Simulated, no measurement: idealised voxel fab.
process module | voxel air gaps
cross-section cut | 270 nm wide | cells 5 nm
A cross-section is a grid of square cells, given in bands from the top down. A band is one or more rows of cells.
Each band's line starts with the height of the band's top and of its bottom, in nm. Then come its materials from left to right, each with its width in nm. One material with "throughout" fills the band from edge to edge. "air" is empty space.
Height 0 is the level under which the wafer as received is all one material. The lowest band goes on downwards, as in "0 down".
A width such as "30 to 40" changes by the same amount from each row of cells to the next, from the band's top row to its bottom row.
"no change" after a step means that no cell of the cross-section changed.
closed voids: empty space of 8 cells or more with no open way to the top, each as width x height at its distance from the left edge, in nm
after a step's settings: what the simulator itself notes on the step
overlay nm, on a step with a mask: how far to the right of its planned place the mask lay; to the left if negative
plan
1 op RECEIVE | material Si
2 op CONFORMAL_DEP | material SiO2 | thk nm 15
3 op CONFORMAL_DEP | material SiCN | thk nm 5
4 op DIRECTIONAL_DEP | material SiO2 | thk nm 30
5 op PATTERN | tone open | mask id LINES | material resist | width nm 25 | pitch nm 50 | thk nm 20 | overlay nm 0
6 op DIRECTIONAL_ETCH | etch materials SiO2 | depth nm 30
7 op STRIP | etch materials resist
8 op CONFORMAL_DEP | material TiN | thk nm 5
9 op FILL_DEP | material Ru | thk nm 10
10 op CMP | height nm 50
11 op EPI | material Ru | thk nm 10
12 op SELECTIVE_ETCH | etch materials SiO2 | depth nm 40
13 op CONFORMAL_DEP | material SiCN | thk nm 5
as received, after step 1
  0 down: Si throughout
  closed voids: none
a wafer at the end: this start, this plan, one mistake
  55 to 50: air 30 | SiCN 205 | air 35
  50 to 40: air 30 | SiCN 5 | Ru 45 | SiCN 5 | Ru 45 | SiCN 5 | Ru 45 | SiCN 5 | Ru 45 | SiCN 5 | air 35
  40 to 35: air 30 | SiCN 15 | TiN 5 | Ru 15 | TiN 5 | SiCN 25 | TiN 5 | Ru 15 | TiN 5 | SiCN 25 | TiN 5 | Ru 15 | TiN 5 | SiCN 25 | TiN 5 | Ru 15 | TiN 5 | SiCN 15 | air 35
  35 to 25: air 40 | SiCN 5 | TiN 5 | Ru 15 | TiN 5 | SiCN 5 | air 15 | SiCN 5 | TiN 5 | Ru 15 | TiN 5 | SiCN 5 | air 15 | SiCN 5 | TiN 5 | Ru 15 | TiN 5 | SiCN 5 | air 15 | SiCN 5 | TiN 5 | Ru 15 | TiN 5 | SiCN 5 | air 45
  25 to 20: SiCN 45 | TiN 25 | SiCN 25 | TiN 25 | SiCN 25 | TiN 25 | SiCN 25 | TiN 25 | SiCN 50
  20 to 15: SiCN throughout
  15 to 0: SiO2 throughout
  0 down: Si throughout
  closed voids: none
what went wrong: step 10 ran as: op CMP | height nm 40
